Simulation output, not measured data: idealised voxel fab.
Herein follows the process module entitled voxel double patterning.
Square cell edge 5 nm, section width 145 nm, ID cut.
Cross-section = grid of square cells, listed top down in bands; band = one or more rows.
The band entry comprises the height of the band's top followed by the height of its bottom, expressed in nm, and subsequently the band's materials from left to right, each stated together with its width in nm. Where a single material is marked with the word "edge to edge", that material fills the band from edge to edge. The word "blank" represents empty space.
Below 0: as-received wafer, all one material; heights counted from there. Lowest band: no bottom, goes on down, written "0 and below".
Width spec "30 to 40" -> top row of cells at first value, bottom row at second value, equal per-row change in between.
"remains unaltered", as given for a step, is the statement that not any cell of the cross-section underwent a change during that step.
Under "Sealed void inventory" you'll find the enclosed gaps, the ones with no way out to the top, that are 8 cells or bigger; each reads width x height at distance, with distance counted from the left edge, everything in nm.
If you see something after the settings on a step's line, that's the simulator's own remark about that step.
For masked steps, "overlay nm" on the step line gives how far right of plan the mask actually lay; a minus sign means it lay to the left.

[Process steps (planned)]
step 1: RECEIVE | material Si
step 2: CONFORMAL_DEP | material SiO2 | thk nm 10
step 3: DIRECTIONAL_DEP | material W | thk nm 15
step 4: DIRECTIONAL_DEP | material SiN | thk nm 5
step 5: DIRECTIONAL_DEP | material aC | thk nm 15
step 6: PATTERN | tone open | mask id FIRST | material resist | width nm 15 | pitch nm 50 | thk nm 30 | overlay nm 0
step 7: DIRECTIONAL_ETCH | etch materials aC | depth nm 15
step 8: STRIP | etch materials resist
step 9: DIRECTIONAL_ETCH | etch materials SiN | depth nm 5
step 10: STRIP | etch materials aC
step 11: DIRECTIONAL_DEP | material aC | thk nm 15
step 12: PATTERN | tone open | mask id SECOND | material resist | width nm 15 | thk nm 30 | overlay nm 0
step 13: DIRECTIONAL_ETCH | etch materials aC | depth nm 15
step 14: STRIP | etch materials resist
step 15: DIRECTIONAL_ETCH | etch materials SiN | depth nm 5
step 16: STRIP | etch materials aC
step 17: DIRECTIONAL_ETCH | etch materials W | depth nm 15
step 18: STRIP | etch materials SiN

[Wafer at receipt (post step 1), cross-section]
  0 and below | Si edge to edge
  Sealed void inventory: none

[Cross-sectional image of the first of two wafers at the end of the module, the run having proceeded as planned]
  25 down to 10 | 40 of W | 15 of blank | 10 of W | 15 of blank | 10 of W | 15 of blank | 40 of W
  10 down to 0 | SiO2 edge to edge
  0 and below | Si edge to edge
  Sealed void inventory: none

[Wafer two (of two), end-of-module cross-section: start = wafer one, plan = wafer one, one run mistake]
  20 down to 10 | 40 of W | 15 of blank | 10 of W | 15 of blank | 10 of W | 15 of blank | 40 of W
  10 down to 0 | SiO2 edge to edge
  0 and below | Si edge to edge
  Sealed void inventory: none
Here's what went sideways: step 3 was run on a setting that differed from the plan, and what really ran there is DIRECTIONAL_DEP | material W | thk nm 10
FYI, end of process, the second wafer has more or fewer cells of some materials than the first: W -20
